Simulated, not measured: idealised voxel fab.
Proc. module: voxel transistor to metal
Square cell edge 5 nm, section width 185 nm, ID cut.
Cross-sections here: square-cell grids, written as top-down lists of bands, a band being one or more rows of cells. Read a band's entry like this: the first values are the height of its top and the height of its bottom in nm, and what follows is the sequence of materials from left to right, each with its width in nm. Note that "blank" is empty space, and that a single material marked "full width" reaches across the band from edge to edge. It should be noted that heights are counted from 0, beneath which the wafer as supplied is of one material throughout, and that the lowest band possesses no lower boundary but continues downward, as written in "top 0, no bottom". A two-number width, for instance "30..40", indicates that the width is equal to the first number in the top row of the band and to the second number in the bottom row, and that it changes by a constant amount per row of cells. The cross-section has no changed cell in any step marked "nothing got changed". Listed in "Enclosed void listing": every empty space of 8 or more cells without an open way to the top. Form: width x height at distance, the distance being from the left edge, all in nm. It should be noted that, on the line of a given step, the content following the step's settings is a remark produced by the simulator itself with respect to that step. Among the settings permitted on a step's line is "overlay nm"; applied to a step with a mask, it specifies the extent to which the mask lay to the right of its planned position, whereas a negative figure signifies a position to the left.

-- List of planned process steps
| 1 | RECEIVE: material Si |
| 2 | OXIDIZE: depth nm 5 |
| 3 | CONFORMAL_DEP: material SiN, thk nm 15 |
| 4 | DIRECTIONAL_DEP: material aC, thk nm 10 |
| 5 | PATTERN: tone cover, mask id ACTIVE, material resist, width nm 95, thk nm 30, overlay nm 0 |
| 6 | DIRECTIONAL_ETCH: etch materials aC, depth nm 10 |
| 7 | STRIP: etch materials resist |
| 8 | DIRECTIONAL_ETCH: etch materials SiN, depth nm 15 |
| 9 | DIRECTIONAL_ETCH: etch materials SiO2, depth nm 5 |
| 10 | DIRECTIONAL_ETCH: etch materials Si, depth nm 35 |
| 11 | STRIP: etch materials aC |
| 12 | FILL_DEP: material SiO2, thk nm 10 |
| 13 | CMP: height nm 15 |
| 14 | SELECTIVE_ETCH: etch materials SiO2, depth nm 10 |
| 15 | STRIP: etch materials SiN |
| 16 | SELECTIVE_ETCH: etch materials SiO2, depth nm 5 |
| 17 | OXIDIZE: depth nm 5 |
| 18 | DIRECTIONAL_DEP: material polySi, thk nm 20 |
| 19 | DIRECTIONAL_DEP: material SiCN, thk nm 10 |
| 20 | MASKED_ETCH: tone cover, mask id GATE, width nm 25, etch materials SiCN, depth nm 20, overlay nm 0 |
| 21 | MASKED_ETCH: tone cover, mask id GATE, width nm 25, etch materials polySi, depth nm 30, overlay nm 0 |
| 22 | CONFORMAL_DEP: material SiN, thk nm 5 |
| 23 | DIRECTIONAL_ETCH: etch materials SiN, depth nm 5 |
| 24 | DIRECTIONAL_ETCH: etch materials SiO2, depth nm 5 |
| 25 | DIRECTIONAL_ETCH: etch materials Si, depth nm 10 |
| 26 | EPI: material pSi, thk nm 10 |
| 27 | FILL_DEP: material SiO2, thk nm 10 |
| 28 | CMP: height nm 25 |
| 29 | DIRECTIONAL_DEP: material SiO2, thk nm 10 |
| 30 | PATTERN: tone open, mask id CONTACT, material resist, width nm 30, pitch nm 65, thk nm 15, overlay nm 0 |
| 31 | DIRECTIONAL_ETCH: etch materials SiO2, depth nm 45 |
| 32 | STRIP: etch materials resist |
| 33 | CONFORMAL_DEP: material TiN, thk nm 5 |
| 34 | FILL_DEP: material Ru, thk nm 10 |
| 35 | CMP: height nm 35 |
| 36 | DIRECTIONAL_DEP: material TiN, thk nm 5 |
| 37 | DIRECTIONAL_DEP: material W, thk nm 20 |
| 38 | DIRECTIONAL_DEP: material aC, thk nm 15 |
| 39 | PATTERN: tone cover, mask id METAL_1, material resist, width nm 15, pitch nm 80, thk nm 35, overlay nm 0 |
| 40 | DIRECTIONAL_ETCH: etch materials aC, depth nm 15 |
| 41 | STRIP: etch materials resist |
| 42 | DIRECTIONAL_ETCH: etch materials W, depth nm 20 |
| 43 | DIRECTIONAL_ETCH: etch materials TiN, depth nm 5 |
| 44 | STRIP: etch materials aC |
| 45 | FILL_DEP: material SiO2, thk nm 10 |
| 46 | CMP: height nm 60 |
| 47 | CONFORMAL_DEP: material SiCN, thk nm 5 |
| 48 | DIRECTIONAL_DEP: material lowk, thk nm 30 |
| 49 | DIRECTIONAL_DEP: material aC, thk nm 10 |
| 50 | PATTERN: tone open, mask id METAL_2, material resist, width nm 15, pitch nm 80, thk nm 25, overlay nm 0 |
| 51 | DIRECTIONAL_ETCH: etch materials aC, depth nm 10 |
| 52 | STRIP: etch materials resist |
| 53 | DIRECTIONAL_ETCH: etch materials lowk, depth nm 15 |
| 54 | STRIP: etch materials aC |
| 55 | DIRECTIONAL_DEP: material aC, thk nm 10 |
| 56 | PATTERN: tone open, mask id METAL_2_HOLES, material resist, width nm 15, pitch nm 80, thk nm 25, overlay nm 0 |
| 57 | DIRECTIONAL_ETCH: etch materials aC, depth nm 10 |
| 58 | STRIP: etch materials resist |
| 59 | DIRECTIONAL_ETCH: etch materials lowk, depth nm 15 |
| 60 | DIRECTIONAL_ETCH: etch materials SiCN, depth nm 5 |
| 61 | STRIP: etch materials aC |
| 62 | CONFORMAL_DEP: material TiN, thk nm 5 |
| 63 | FILL_DEP: material Cu, thk nm 10 |
| 64 | CMP: height nm 95 |
| 65 | CONFORMAL_DEP: material SiCN, thk nm 5 |
Don't read the plan's width nm for step 5 as applying to every wafer: that's the first wafer's value, and the wafers differ in it, though they all start identical.

-- As received, i.e. after step 1: cross-section through the first of several wafers
> top 0, no bottom | Si full width
> Enclosed void listing: none

-- At the end of the module, after its last step, step 65, the first of several wafers appears in cross-section as follows
> top 100, bottom 95 | SiCN full width
> top 95, bottom 65 | lowk=45  TiN=5  Cu=5  TiN=5  lowk=65  TiN=5  Cu=5  TiN=5  lowk=45
> top 65, bottom 60 | SiCN=45  TiN=15  SiCN=65  TiN=15  SiCN=45
> top 60, bottom 40 | SiO2=45  W=15  SiO2=65  W=15  SiO2=45
> top 40, bottom 35 | SiO2=45  TiN=15  SiO2=65  TiN=15  SiO2=45
> top 35, bottom 25 | SiO2=45  TiN=5  Ru=20  TiN=5  SiO2=35  TiN=5  Ru=20  TiN=5  SiO2=45
> top 25, bottom 15 | SiO2=45  TiN=5  Ru=20  TiN=5  SiN=5  SiCN=25  SiN=5  TiN=5  Ru=20  TiN=5  SiO2=45
> top 15, bottom 5 | SiO2=45  TiN=5  Ru=20  TiN=5  SiN=5  polySi=25  SiN=5  TiN=5  Ru=20  TiN=5  SiO2=45
> top 5, bottom 0 | SiO2=45  TiN=5  Ru=10  TiN=15  SiN=5  polySi=25  SiN=5  TiN=15  Ru=10  TiN=5  SiO2=45
> top 0, bottom -5 | SiO2=40  SiN=5  TiN=5  Ru=10  TiN=5  pSi=10  SiN=5  polySi=25  SiN=5  pSi=10  TiN=5  Ru=10  TiN=5  SiN=5  SiO2=40
> top -5, bottom -10 | SiO2=45  TiN=20  pSi=10  SiO2=35  pSi=10  TiN=20  SiO2=45
> top -10, bottom -20 | SiO2=45  pSi=30  Si=35  pSi=30  SiO2=45
> top -20, bottom -40 | SiO2=45  Si=95  SiO2=45
> top -40, no bottom | Si full width
> Enclosed void listing: none

-- X-section, last wafer, module end
> top 100, bottom 95 | SiCN full width
> top 95, bottom 65 | lowk=45  TiN=5  Cu=5  TiN=5  lowk=65  TiN=5  Cu=5  TiN=5  lowk=45
> top 65, bottom 60 | SiCN=45  TiN=15  SiCN=65  TiN=15  SiCN=45
> top 60, bottom 40 | SiO2=45  W=15  SiO2=65  W=15  SiO2=45
> top 40, bottom 35 | SiO2=45  TiN=15  SiO2=65  TiN=15  SiO2=45
> top 35, bottom 25 | SiO2=45  TiN=5  Ru=20  TiN=5  SiO2=35  TiN=5  Ru=20  TiN=5  SiO2=45
> top 25, bottom 15 | SiO2=45  TiN=5  Ru=20  TiN=5  SiN=5  SiCN=25  SiN=5  TiN=5  Ru=20  TiN=5  SiO2=45
> top 15, bottom 5 | SiO2=45  TiN=5  Ru=20  TiN=5  SiN=5  polySi=25  SiN=5  TiN=5  Ru=20  TiN=5  SiO2=45
> top 5, bottom 0 | SiO2=45  TiN=5  Ru=10  TiN=15  SiN=5  polySi=25  SiN=5  TiN=15  Ru=10  TiN=5  SiO2=45
> top 0, bottom -5 | SiO2=30  SiN=5  SiO2=10  TiN=5  Ru=10  TiN=5  pSi=10  SiN=5  polySi=25  SiN=5  pSi=10  TiN=5  Ru=10  TiN=5  SiO2=15  SiN=5  SiO2=25
> top -5, bottom -10 | SiO2=45  TiN=20  pSi=10  SiO2=35  pSi=10  TiN=20  SiO2=45
> top -10, bottom -20 | SiO2=35  pSi=40  Si=35  pSi=45  SiO2=30
> top -20, bottom -40 | SiO2=35  Si=120  SiO2=30
> top -40, no bottom | Si full width
> Enclosed void listing: none

-- So in this table every wafer gets its own row, and what you see is where it stands at the end of the module: for each material, how many cells it picked up (+) or gave up (-) since we received it, and after that its closed voids
width nm 95; +12 Cu; +56 Ru; -206 Si; +78 SiCN; +14 SiN; +444 SiO2; +80 TiN; +24 W; +186 lowk; +32 pSi; +20 polySi; Enclosed void listing: none
width nm 100; +12 Cu; +56 Ru; -202 Si; +78 SiCN; +14 SiN; +438 SiO2; +80 TiN; +24 W; +186 lowk; +34 pSi; +20 polySi; Enclosed void listing: none
width nm 105; +12 Cu; +56 Ru; -198 Si; +78 SiCN; +14 SiN; +432 SiO2; +80 TiN; +24 W; +186 lowk; +36 pSi; +20 polySi; Enclosed void listing: none
width nm 110; +12 Cu; +56 Ru; -194 Si; +78 SiCN; +14 SiN; +426 SiO2; +80 TiN; +24 W; +186 lowk; +38 pSi; +20 polySi; Enclosed void listing: none
width nm 115; +12 Cu; +56 Ru; -190 Si; +78 SiCN; +14 SiN; +420 SiO2; +80 TiN; +24 W; +186 lowk; +40 pSi; +20 polySi; Enclosed void listing: none
width nm 120; +12 Cu; +56 Ru; -186 Si; +78 SiCN; +14 SiN; +414 SiO2; +80 TiN; +24 W; +186 lowk; +42 pSi; +20 polySi; Enclosed void listing: none
